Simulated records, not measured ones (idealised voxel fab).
process module | voxel air gaps
cross-section cut | 215 nm wide | cells 5 nm
A cross-section is a grid of square cells, given in bands from the top down. A band is one or more rows of cells.
Each band's line starts with the height of the band's top and of its bottom, in nm. Then come its materials from left to right, each with its width in nm. One material with "throughout" fills the band from edge to edge. "air" is empty space.
Height 0 is the level under which the wafer as received is all one material. The lowest band goes on downwards, as in "0 down".
A width such as "30 to 40" changes by the same amount from each row of cells to the next, from the band's top row to its bottom row.
"no change" after a step means that no cell of the cross-section changed.
closed voids: empty space of 8 cells or more with no open way to the top, each as width x height at its distance from the left edge, in nm
after a step's settings: what the simulator itself notes on the step
overlay nm, on a step with a mask: how far to the right of its planned place the mask lay; to the left if negative
plan
1 op RECEIVE | material Si
2 op CONFORMAL_DEP | material SiO2 | thk nm 10
3 op CONFORMAL_DEP | material SiN | thk nm 5
4 op DIRECTIONAL_DEP | material SiO2 | thk nm 40
5 op DIRECTIONAL_DEP | material aC | thk nm 10
6 op PATTERN | tone open | mask id LINES | material resist | width nm 15 | pitch nm 45 | thk nm 25 | overlay nm 0
7 op DIRECTIONAL_ETCH | etch materials aC | depth nm 10
8 op STRIP | etch materials resist
9 op DIRECTIONAL_ETCH | etch materials SiO2 | depth nm 40
10 op STRIP | etch materials aC
11 op CONFORMAL_DEP | material TiN | thk nm 5
12 op FILL_DEP | material Ru | thk nm 5
13 op CMP | height nm 55
14 op EPI | material Ru | thk nm 10
15 op SELECTIVE_ETCH | etch materials SiO2 | depth nm 50
16 op CONFORMAL_DEP | material SiN | thk nm 5
varied across the wafers: width nm of step 6. The plan shows the first wafer's value. All wafers start alike
first wafer as received, after step 1
  0 down: Si throughout
  closed voids: none
first wafer at the end, after step 16
  70 to 65: air 20 | SiN 180 | air 15
  65 to 55: air 20 | SiN 5 | Ru 35 | SiN 10 | Ru 35 | SiN 10 | Ru 35 | SiN 10 | Ru 35 | SiN 5 | air 15
  55 to 50: air 20 | SiN 15 | TiN 5 | Ru 5 | TiN 5 | SiN 30 | TiN 5 | Ru 5 | TiN 5 | SiN 30 | TiN 5 | Ru 5 | TiN 5 | SiN 30 | TiN 5 | Ru 5 | TiN 5 | SiN 15 | air 15
  50 to 20: air 30 | SiN 5 | TiN 5 | Ru 5 | TiN 5 | SiN 5 | air 20 | SiN 5 | TiN 5 | Ru 5 | TiN 5 | SiN 5 | air 20 | SiN 5 | TiN 5 | Ru 5 | TiN 5 | SiN 5 | air 20 | SiN 5 | TiN 5 | Ru 5 | TiN 5 | SiN 5 | air 25
  20 to 15: SiN 35 | TiN 15 | SiN 30 | TiN 15 | SiN 30 | TiN 15 | SiN 30 | TiN 15 | SiN 30
  15 to 10: SiN throughout
  10 to 0: SiO2 throughout
  0 down: Si throughout
  closed voids: 20 x 30 at 55; 20 x 30 at 100; 20 x 30 at 145
last wafer at the end
  70 to 65: air 10 | SiN 195 | air 10
  65 to 55: air 10 | SiN 5 | Ru 185 | SiN 5 | air 10
  55 to 50: air 10 | SiN 15 | TiN 5 | Ru 20 | TiN 5 | SiO2 15 | TiN 5 | Ru 20 | TiN 5 | SiO2 15 | TiN 5 | Ru 20 | TiN 5 | SiO2 15 | TiN 5 | Ru 20 | TiN 5 | SiN 15 | air 10
  50 to 20: air 20 | SiN 5 | TiN 5 | Ru 20 | TiN 5 | SiO2 15 | TiN 5 | Ru 20 | TiN 5 | SiO2 15 | TiN 5 | Ru 20 | TiN 5 | SiO2 15 | TiN 5 | Ru 20 | TiN 5 | SiN 5 | air 20
  20 to 15: SiN 25 | TiN 30 | SiO2 15 | TiN 30 | SiO2 15 | TiN 30 | SiO2 15 | TiN 30 | SiN 25
  15 to 10: SiN throughout
  10 to 0: SiO2 throughout
  0 down: Si throughout
  closed voids: none
each wafer at the end: cells of each material gained (+) or lost (-) since it was received, then its closed voids
width nm 15 | +84 Ru | +198 SiN | +86 SiO2 | +68 TiN | closed voids: 20 x 30 at 55; 20 x 30 at 100; 20 x 30 at 145
width nm 20 | +120 Ru | +186 SiN | +86 SiO2 | +72 TiN | closed voids: 15 x 30 at 55; 15 x 30 at 100; 15 x 30 at 145
width nm 25 | +156 Ru | +114 SiN | +182 SiO2 | +76 TiN | closed voids: none
width nm 30 | +186 Ru | +114 SiN | +158 SiO2 | +80 TiN | closed voids: none
